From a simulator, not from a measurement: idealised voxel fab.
This section sets out a process module, namely voxel wiring stack.
cross-section cut | 205 nm wide | cells 5 nm
Heads up, the way a cross-section reads in here is a grid of square cells, handed over as bands from the top down, with every band being one or more rows of cells. In this notation a band is specified by the heights of its top and bottom, in that order and in nm, after which its materials appear from left to right, each paired with its width in nm. The word "edge to edge" attached to a single material means that material fills the band from edge to edge; the word "empty" stands for empty space. Height 0 is the level under which the wafer as received is all one material. The lowest band goes on downwards, as in "from 0 down". The expression "30..40" gives the width at the extremes of the band, the first number at its top row of cells and the second at its bottom row, with the width changing by equal amounts from each row to the next in between. You'll sometimes find "no alteration" written for a step, and that's the way of saying that nowhere in the cross-section did a cell change during that step. The list in "Enclosed void entries" covers empty spaces of 8 cells or more that cannot reach the top through any open way, and it gives each as width x height at distance; the distance is from the left edge, and width, height and distance are in nm. Past the settings on a step's line: simulator remark, on that step. overlay nm: step with mask; distance mask lay right of planned place; negative value = left of planned place.

**Process steps (planned)**
| 1 | RECEIVE,material Si |
| 2 | CONFORMAL_DEP,material SiO2,thk nm 15 |
| 3 | CONFORMAL_DEP,material SiCN,thk nm 5 |
| 4 | DIRECTIONAL_DEP,material lowk,thk nm 25 |
| 5 | DIRECTIONAL_DEP,material aC,thk nm 10 |
| 6 | PATTERN,tone open,mask id METAL_1,material resist,width nm 25,pitch nm 50,thk nm 30,overlay nm 0 |
| 7 | DIRECTIONAL_ETCH,etch materials aC,depth nm 10 |
| 8 | STRIP,etch materials resist |
| 9 | DIRECTIONAL_ETCH,etch materials lowk,depth nm 25 |
| 10 | DIRECTIONAL_ETCH,etch materials SiCN,depth nm 5 |
| 11 | STRIP,etch materials aC |
| 12 | CONFORMAL_DEP,material TiN,thk nm 5 |
| 13 | FILL_DEP,material Cu,thk nm 10 |
| 14 | CMP,height nm 45 |
| 15 | CONFORMAL_DEP,material SiCN,thk nm 5 |
| 16 | DIRECTIONAL_DEP,material lowk,thk nm 15 |
| 17 | DIRECTIONAL_DEP,material aC,thk nm 15 |
| 18 | PATTERN,tone open,mask id PLUG_1,material resist,width nm 15,pitch nm 50,thk nm 30,overlay nm 0 |
| 19 | DIRECTIONAL_ETCH,etch materials aC,depth nm 15 |
| 20 | STRIP,etch materials resist |
| 21 | DIRECTIONAL_ETCH,etch materials lowk,depth nm 15 |
| 22 | DIRECTIONAL_ETCH,etch materials SiCN,depth nm 5 |
| 23 | STRIP,etch materials aC |
| 24 | CONFORMAL_DEP,material TiN,thk nm 5 |
| 25 | FILL_DEP,material Ru,thk nm 5 |
| 26 | CMP,height nm 65 |
| 27 | DIRECTIONAL_DEP,material TiN,thk nm 5 |
| 28 | DIRECTIONAL_DEP,material W,thk nm 20 |
| 29 | MASKED_ETCH,tone cover,mask id METAL_2,width nm 25,pitch nm 50,etch materials W,depth nm 20,overlay nm 0 |
| 30 | MASKED_ETCH,tone cover,mask id METAL_2,width nm 25,pitch nm 50,etch materials TiN,depth nm 5,overlay nm 0 |
| 31 | FILL_DEP,material SiO2,thk nm 5 |
| 32 | CMP,height nm 90 |
| 33 | CONFORMAL_DEP,material SiN,thk nm 5 |

**Step 1 complete: cross-section of the wafer as received**
from 0 down = Si edge to edge
Enclosed void entries: none

**This is how the wafer looks in cross-section once the module is done, given the starting state and plan above and one mistake in carrying the plan out**
from 95 to 90 = SiN edge to edge
from 90 to 70 = SiO2=40, W=25, SiO2=25, W=25, SiO2=25, W=25, SiO2=40
from 70 to 65 = SiO2=40, TiN=25, SiO2=25, TiN=25, SiO2=25, TiN=25, SiO2=40
from 65 to 50 = lowk=40, TiN=5, Ru=5, TiN=5, lowk=35, TiN=5, Ru=5, TiN=5, lowk=35, TiN=5, Ru=5, TiN=5, lowk=50
from 50 to 45 = SiCN=40, TiN=15, SiCN=35, TiN=15, SiCN=35, TiN=15, SiCN=50
from 45 to 20 = lowk=50, TiN=5, Cu=15, TiN=5, lowk=25, TiN=5, Cu=15, TiN=5, lowk=25, TiN=5, Cu=15, TiN=5, lowk=30
from 20 to 15 = SiCN=50, TiN=25, SiCN=25, TiN=25, SiCN=25, TiN=25, SiCN=30
from 15 to 0 = SiO2 edge to edge
from 0 down = Si edge to edge
Enclosed void entries: none
The plan and the run diverged here: so step 6 ended up running with a different setting than we planned, it ran as PATTERN,tone open,mask id METAL_1,material resist,width nm 25,pitch nm 50,thk nm 30,overlay nm 10
